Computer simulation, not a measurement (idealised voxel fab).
Process module heading - voxel gate over fins
It is cross-section cut that appears here, measuring 170 nm in width, its square cells being 5 nm in size.
Square cells in a grid make up a cross-section in this document, and the grid is given as bands, listed from the top down, each one or more rows of cells. Top, bottom (nm), then materials left to right with widths (nm); lone material tagged "full width" fills the whole band edge to edge; "empty" = empty space. All heights in this document are referenced to 0, defined as the level beneath which the wafer, as received, consists entirely of one material. The lowest band is not bounded below; it extends indefinitely downward and is written in the form "0 nm and below". Graded width ("30 to 40"): value in top row of band = first number; value in bottom row = second number; row-to-row change constant. For the purposes of this document, the phrase "nothing changed" attached to a step denotes that no cell within the cross-section was modified by that step. "Closed void listing" means: voids of 8 cells or more that are shut off from the top with no open way through. Written width x height at distance, distance from the left edge, in nm. What comes after the settings on a step's line is commentary from the simulator itself on that step. For masked steps, "overlay nm" on the step line gives how far right of plan the mask actually lay; a minus sign means it lay to the left.
**Planned step list for the process**
1 RECEIVE with material Si
2 CONFORMAL_DEP with material SiN, thk nm 5
3 PATTERN with tone cover, mask id FINS, material resist, width nm 15, pitch nm 60, thk nm 20, overlay nm 0
4 DIRECTIONAL_ETCH with etch materials SiN, depth nm 5
5 DIRECTIONAL_ETCH with etch materials Si, depth nm 40
6 STRIP with etch materials resist
7 OXIDIZE with depth nm 5
8 FILL_DEP with material SiO2, thk nm 15
9 CMP with height nm 5
10 DIRECTIONAL_DEP with material aC, thk nm 10
11 PATTERN with tone open, mask id RAIL, material resist, width nm 15, thk nm 25, overlay nm 0
12 DIRECTIONAL_ETCH with etch materials aC, depth nm 10
13 STRIP with etch materials resist
14 DIRECTIONAL_ETCH with etch materials SiO2, depth nm 40
15 STRIP with etch materials aC
16 CONFORMAL_DEP with material TiN, thk nm 5
17 FILL_DEP with material W, thk nm 10
18 CMP with height nm 5
19 SELECTIVE_ETCH with etch materials W Ru TiN, depth nm 20
20 FILL_DEP with material SiO2, thk nm 5
21 CMP with height nm 5
22 SELECTIVE_ETCH with etch materials SiO2, depth nm 15
23 STRIP with etch materials SiN
24 CONFORMAL_DEP with material HfO2, thk nm 5
25 CONFORMAL_DEP with material TiN, thk nm 5
26 FILL_DEP with material W, thk nm 15
27 CMP with height nm 20
28 CONFORMAL_DEP with material SiN, thk nm 10
**This is the cross-section of the wafer as we received it, i.e. after step 1**
- 0 nm and below: Si full width
- Closed void listing: none
**What the wafer looks like in cross-section after this module, when it starts as shown above and follows the plan above but one mistake is made in running it**
- 30 nm to 20 nm: SiN full width
- 20 nm to 10 nm: W full width
- 10 nm to 5 nm: 10 of W / 25 of TiN / 35 of W / 25 of TiN / 35 of W / 25 of TiN / 15 of W
- 5 nm to 0 nm: 10 of W / 5 of TiN / 15 of HfO2 / 5 of TiN / 35 of W / 5 of TiN / 15 of HfO2 / 5 of TiN / 35 of W / 5 of TiN / 15 of HfO2 / 5 of TiN / 15 of W
- 0 nm to -5 nm: 15 of TiN / 5 of HfO2 / 5 of Si / 5 of HfO2 / 45 of TiN / 5 of HfO2 / 5 of Si / 5 of HfO2 / 45 of TiN / 5 of HfO2 / 5 of Si / 5 of HfO2 / 20 of TiN
- -5 nm to -10 nm: 20 of HfO2 / 5 of Si / 55 of HfO2 / 5 of Si / 55 of HfO2 / 5 of Si / 25 of HfO2
- -10 nm to -15 nm: 20 of SiO2 / 5 of Si / 55 of SiO2 / 5 of Si / 55 of SiO2 / 5 of Si / 25 of SiO2
- -15 nm to -30 nm: 20 of SiO2 / 5 of Si / 15 of SiO2 / 5 of TiN / 15 of W / 5 of TiN / 15 of SiO2 / 5 of Si / 55 of SiO2 / 5 of Si / 25 of SiO2
- -30 nm to -35 nm: 20 of SiO2 / 5 of Si / 15 of SiO2 / 25 of TiN / 15 of SiO2 / 5 of Si / 55 of SiO2 / 5 of Si / 25 of SiO2
- -35 nm to -45 nm: 20 of SiO2 / 5 of Si / 55 of SiO2 / 5 of Si / 55 of SiO2 / 5 of Si / 25 of SiO2
- -45 nm and below: Si full width
- Closed void listing: none
So what did we get wrong on this run? step 11 went in with a setting other than planned; the actual run was PATTERN with tone open, mask id RAIL, material resist, width nm 25, thk nm 25, overlay nm 0
